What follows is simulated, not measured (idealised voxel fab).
Title: Process Module voxel air gaps
This is section cut - it's 290 nm across, gridded in 5 nm square cells.
If you're reading a cross-section in this doc, picture square cells in a grid; it comes to you as bands, top ones listed first down to the bottom, and a band can be one or more rows of cells. Look at the band entry: it leads with the top's height and the bottom's height in nm. Then it lists the materials left to right, with a width in nm for each. The word "edge to edge" on a single material says that material fills the band edge to edge. The word "empty" is empty space. Ref level 0: as-received wafer is one material below here. Bottom band extends down with no lower bound ("from 0 down"). Graded width ("30..40"): value in top row of band = first number; value in bottom row = second number; row-to-row change constant. "remained the same" after a step means that no cell of the cross-section changed. What "Sealed voids" gives you is every empty space of 8 cells or more that is cut off from the top. Each appears as width x height at distance, with the distance taken from the left edge and width, height and distance all in nm. Anything after a step's settings on that line? It's the simulator's own note about the step. overlay nm: how far to the right of its planned place the mask lay on this masked step (negative: to the left).
[These are the steps we planned for the process]
1,RECEIVE, material Si
2,CONFORMAL_DEP, material SiO2, thk nm 15
3,CONFORMAL_DEP, material SiCN, thk nm 5
4,DIRECTIONAL_DEP, material SiO2, thk nm 40
5,DIRECTIONAL_DEP, material aC, thk nm 15
6,PATTERN, tone open, mask id LINES, material resist, width nm 20, pitch nm 45, thk nm 30, overlay nm 0
7,DIRECTIONAL_ETCH, etch materials aC, depth nm 15
8,STRIP, etch materials resist
9,DIRECTIONAL_ETCH, etch materials SiO2, depth nm 40
10,STRIP, etch materials aC
11,CONFORMAL_DEP, material TiN, thk nm 5
12,FILL_DEP, material W, thk nm 5
13,CMP, height nm 60
14,EPI, material Ru, thk nm 10
15,SELECTIVE_ETCH, etch materials SiO2, depth nm 50
16,CONFORMAL_DEP, material SiCN, thk nm 5
[As-received state of the wafer in cross-section, equivalent to post-step 1]
	from 0 down: Si edge to edge
	Sealed voids: none
[Cross-sectional view of the first of the two wafers upon completion of the module, processed in accordance with the plan]
	from 75 to 70: empty 50 | SiCN 185 | empty 55
	from 70 to 60: empty 50 | SiCN 5 | Ru 40 | SiCN 5 | Ru 40 | SiCN 5 | Ru 40 | SiCN 5 | Ru 40 | SiCN 5 | empty 55
	from 60 to 55: empty 50 | SiCN 15 | TiN 5 | W 10 | TiN 5 | SiCN 25 | TiN 5 | W 10 | TiN 5 | SiCN 25 | TiN 5 | W 10 | TiN 5 | SiCN 25 | TiN 5 | W 10 | TiN 5 | SiCN 15 | empty 55
	from 55 to 25: empty 60 | SiCN 5 | TiN 5 | W 10 | TiN 5 | SiCN 5 | empty 15 | SiCN 5 | TiN 5 | W 10 | TiN 5 | SiCN 5 | empty 15 | SiCN 5 | TiN 5 | W 10 | TiN 5 | SiCN 5 | empty 15 | SiCN 5 | TiN 5 | W 10 | TiN 5 | SiCN 5 | empty 65
	from 25 to 20: SiCN 65 | TiN 20 | SiCN 25 | TiN 20 | SiCN 25 | TiN 20 | SiCN 25 | TiN 20 | SiCN 70
	from 20 to 15: SiCN edge to edge
	from 15 to 0: SiO2 edge to edge
	from 0 down: Si edge to edge
	Sealed voids: 15 x 30 at 90; 15 x 30 at 135; 15 x 30 at 180
[Cross-section, wafer two of two, end of module: same start and plan as wafer one, one error in execution]
	from 70 to 60: empty 55 | Ru 40 | empty 5 | Ru 40 | empty 5 | Ru 40 | empty 5 | Ru 40 | empty 60
	from 60 to 25: empty 65 | TiN 5 | W 10 | TiN 5 | empty 25 | TiN 5 | W 10 | TiN 5 | empty 25 | TiN 5 | W 10 | TiN 5 | empty 25 | TiN 5 | W 10 | TiN 5 | empty 70
	from 25 to 20: empty 65 | TiN 20 | empty 25 | TiN 20 | empty 25 | TiN 20 | empty 25 | TiN 20 | empty 70
	from 20 to 15: SiCN edge to edge
	from 15 to 0: SiO2 edge to edge
	from 0 down: Si edge to edge
	Sealed voids: none
Short version of what went wrong: step 16 of the plan never got run, it was skipped over
Count the cells at the end and the second wafer has more or fewer of some materials than the first: SiCN -158
By the end, 3 closed voids are present in the first wafer and 0 in the second.
